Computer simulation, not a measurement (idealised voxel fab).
Herein follows the process module entitled voxel gate over fins.
We display cut, a cross-section 220 nm in width whose square cells are each 5 nm.
Each cross-section below is a grid of square cells, stated as bands in top-down order, with one or more rows of cells making up each band. Read a band's entry like this: the first values are the height of its top and the height of its bottom in nm, and what follows is the sequence of materials from left to right, each with its width in nm. Note that "empty" is empty space, and that a single material marked "full width" reaches across the band from edge to edge. Where do heights start? At 0: under that level the wafer as delivered is made of one material only. And the lowest band has no floor; it just carries on downward, as in "from 0 down". A width given as "30..40" starts at the first number in the band's top row and ends at the second number in its bottom row, shifting by an equal amount at every step from row to row. Step marked "nothing changed"? Then no cell in the cross-section changed in it. "Sealed-off cavities" - sealed voids, min. 8 cells, no opening to top; format: width x height at distance (distance from left edge; nm throughout). If you see something after the settings on a step's line, that's the simulator's own remark about that step. When a step includes a mask, the "overlay nm" setting on its line states how far to the right of its planned place that mask lay, and negative values state how far to the left.
-- Process steps - plan
1: RECEIVE, material Si
2: CONFORMAL_DEP, material SiN, thk nm 5
3: MASKED_ETCH, tone cover, mask id FINS, width nm 15, pitch nm 50, etch materials SiN, depth nm 5, overlay nm 0
4: MASKED_ETCH, tone cover, mask id FINS, width nm 15, pitch nm 50, etch materials Si, depth nm 40, overlay nm 0
5: FILL_DEP, material SiO2, thk nm 5
6: CMP, height nm 5
7: PATTERN, tone open, mask id RAIL, material resist, width nm 15, thk nm 15, overlay nm 0
8: DIRECTIONAL_ETCH, etch materials SiO2, depth nm 40
9: STRIP, etch materials resist
10: CONFORMAL_DEP, material TiN, thk nm 5
11: FILL_DEP, material Ru, thk nm 10
12: CMP, height nm 5
13: SELECTIVE_ETCH, etch materials W Ru TiN, depth nm 30
14: FILL_DEP, material SiO2, thk nm 5
15: CMP, height nm 5
16: SELECTIVE_ETCH, etch materials SiO2, depth nm 20
17: STRIP, etch materials SiN
18: CONFORMAL_DEP, material HfO2, thk nm 5
19: CONFORMAL_DEP, material TiN, thk nm 5
20: CONFORMAL_DEP, material TiAl, thk nm 5
21: CONFORMAL_DEP, material TiN, thk nm 5
22: FILL_DEP, material W, thk nm 15
23: CMP, height nm 30
24: CONFORMAL_DEP, material SiN, thk nm 5
-- Step 1 complete: cross-section of the wafer as received
> from 0 down  Si full width
> Sealed-off cavities: none
-- The module was run from the start shown above using the plan shown above, but one mistake was made doing it; the resulting wafer cross-section is below
> from 35 to 30  SiN full width
> from 30 to 20  W full width
> from 20 to 15  W=30, TiN=155, W=35
> from 15 to 10  W=30, TiN=5, TiAl=45, TiN=5, TiAl=45, TiN=5, TiAl=45, TiN=5, W=35
> from 10 to 5  W=30, TiN=5, TiAl=5, TiN=35, TiAl=5, TiN=5, TiAl=5, TiN=35, TiAl=5, TiN=5, TiAl=5, TiN=35, TiAl=5, TiN=5, W=35
> from 5 to 0  TiN=35, TiAl=5, TiN=5, HfO2=25, TiN=5, TiAl=5, TiN=5, TiAl=5, TiN=5, HfO2=25, TiN=5, TiAl=5, TiN=5, TiAl=5, TiN=5, HfO2=25, TiN=5, TiAl=5, TiN=40
> from 0 to -5  TiAl=40, TiN=5, HfO2=5, Si=15, HfO2=5, TiN=5, TiAl=15, TiN=5, HfO2=5, Si=15, HfO2=5, TiN=5, TiAl=15, TiN=5, HfO2=5, Si=15, HfO2=5, TiN=5, TiAl=45
> from -5 to -10  TiN=45, HfO2=5, Si=15, HfO2=5, TiN=25, HfO2=5, Si=15, HfO2=5, TiN=25, HfO2=5, Si=15, HfO2=5, TiN=50
> from -10 to -15  HfO2=50, Si=15, HfO2=35, Si=15, HfO2=35, Si=15, HfO2=55
> from -15 to -25  SiO2=50, Si=15, SiO2=35, Si=15, SiO2=35, Si=15, SiO2=55
> from -25 to -30  SiO2=50, Si=15, SiO2=15, TiN=5, Ru=5, TiN=5, SiO2=5, Si=15, SiO2=35, Si=15, SiO2=55
> from -30 to -35  SiO2=50, Si=15, SiO2=15, TiN=15, SiO2=5, Si=15, SiO2=35, Si=15, SiO2=55
> from -35 to -40  SiO2=50, Si=15, SiO2=35, Si=15, SiO2=35, Si=15, SiO2=55
> from -40 down  Si full width
> Sealed-off cavities: none
Deviation from plan: contrary to plan, step 7 was performed as PATTERN, tone open, mask id RAIL, material resist, width nm 15, thk nm 15, overlay nm 5
